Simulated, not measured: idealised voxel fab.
process module | voxel ribs on slabs
cross-section cut | 260 nm wide | cells 5 nm
A cross-section is a grid of square cells, given in bands from the top down. A band is one or more rows of cells.
Each band's line starts with the height of the band's top and of its bottom, in nm. Then come its materials from left to right, each with its width in nm. One material with "throughout" fills the band from edge to edge. "air" is empty space.
Height 0 is the level under which the wafer as received is all one material. The lowest band goes on downwards, as in "0 down".
A width such as "30 to 40" changes by the same amount from each row of cells to the next, from the band's top row to its bottom row.
"no change" after a step means that no cell of the cross-section changed.
closed voids: empty space of 8 cells or more with no open way to the top, each as width x height at its distance from the left edge, in nm
after a step's settings: what the simulator itself notes on the step
overlay nm, on a step with a mask: how far to the right of its planned place the mask lay; to the left if negative
plan
1 op RECEIVE | material Si
2 op DIRECTIONAL_DEP | material SiO2 | thk nm 30
3 op DIRECTIONAL_DEP | material SiN | thk nm 15
4 op PATTERN | tone cover | mask id RIB | material resist | width nm 20 | thk nm 15 | overlay nm 0
5 op DIRECTIONAL_ETCH | etch materials SiN | depth nm 10
6 op STRIP | etch materials resist
7 op PATTERN | tone cover | mask id SLAB | material resist | width nm 50 | thk nm 20 | overlay nm 0
8 op DIRECTIONAL_ETCH | etch materials SiN | depth nm 5
9 op STRIP | etch materials resist
10 op FILL_DEP | material SiO2 | thk nm 20
11 op CMP | height nm 60
12 op DIRECTIONAL_DEP | material W | thk nm 5
13 op PATTERN | tone cover | mask id HEATER | material resist | width nm 30 | thk nm 20 | overlay nm 0
14 op DIRECTIONAL_ETCH | etch materials W | depth nm 5
15 op STRIP | etch materials resist
16 op CONFORMAL_DEP | material SiN | thk nm 10
first wafer, as planned
as received, after step 1
  0 down: Si throughout
  closed voids: none
after step 2
  30 to 0: SiO2 throughout
  below 0: unchanged
after step 3
  45 to 30: SiN throughout
  below 30: unchanged
after step 4
  60 to 45: air 120 | resist 20 | air 120
  below 45: unchanged
after step 5
  60 to 45: air 120 | resist 20 | air 120
  45 to 35: air 120 | SiN 20 | air 120
  below 35: unchanged
after step 6
  45 to 35: air 120 | SiN 20 | air 120
  below 35: unchanged
after step 7
  65 to 45: air 105 | resist 50 | air 105
  45 to 35: air 105 | resist 15 | SiN 20 | resist 15 | air 105
  below 35: unchanged
after step 8
  65 to 45: air 105 | resist 50 | air 105
  45 to 35: air 105 | resist 15 | SiN 20 | resist 15 | air 105
  35 to 30: air 105 | SiN 50 | air 105
  below 30: unchanged
after step 9
  45 to 35: air 120 | SiN 20 | air 120
  below 35: unchanged
after step 10
  65 to 45: SiO2 throughout
  45 to 35: SiO2 120 | SiN 20 | SiO2 120
  35 to 30: SiO2 105 | SiN 50 | SiO2 105
  below 30: unchanged
after step 11
  60 to 45: SiO2 throughout
  below 45: unchanged
after step 12
  65 to 60: W throughout
  below 60: unchanged
after step 13
  85 to 65: air 115 | resist 30 | air 115
  below 65: unchanged
after step 14
  85 to 65: air 115 | resist 30 | air 115
  65 to 60: air 115 | W 30 | air 115
  below 60: unchanged
after step 15
  65 to 60: air 115 | W 30 | air 115
  below 60: unchanged
after step 16
  75 to 70: air 105 | SiN 50 | air 105
  70 to 65: SiN throughout
  65 to 60: SiN 115 | W 30 | SiN 115
  below 60: unchanged
second wafer: like start, like plan, one mistake. Through step 6 it matches the first wafer
when step 7 should have ended
  65 to 45: air 100 | resist 50 | air 110
  45 to 35: air 100 | resist 20 | SiN 20 | resist 10 | air 110
  below 35: unchanged
when step 8 should have ended
  65 to 45: air 100 | resist 50 | air 110
  45 to 35: air 100 | resist 20 | SiN 20 | resist 10 | air 110
  35 to 30: air 100 | SiN 50 | air 110
  below 30: unchanged
when step 9 should have ended
  45 to 35: air 120 | SiN 20 | air 120
  below 35: unchanged
when step 10 should have ended
  65 to 45: SiO2 throughout
  45 to 35: SiO2 120 | SiN 20 | SiO2 120
  35 to 30: SiO2 100 | SiN 50 | SiO2 110
  below 30: unchanged
when step 11 should have ended
  60 to 45: SiO2 throughout
  below 45: unchanged
when step 12 should have ended
  65 to 60: W throughout
  below 60: unchanged
when step 13 should have ended
  85 to 65: air 115 | resist 30 | air 115
  below 65: unchanged
when step 14 should have ended
  85 to 65: air 115 | resist 30 | air 115
  65 to 60: air 115 | W 30 | air 115
  below 60: unchanged
when step 15 should have ended
  65 to 60: air 115 | W 30 | air 115
  below 60: unchanged
when step 16 should have ended
  75 to 70: air 105 | SiN 50 | air 105
  70 to 65: SiN throughout
  65 to 60: SiN 115 | W 30 | SiN 115
  below 60: unchanged
what went wrong: step 7 ran as: op PATTERN | tone cover | mask id SLAB | material resist | width nm 50 | thk nm 20 | overlay nm -5
at the end the second wafer has, in cells: as many of each material as the first, in other places
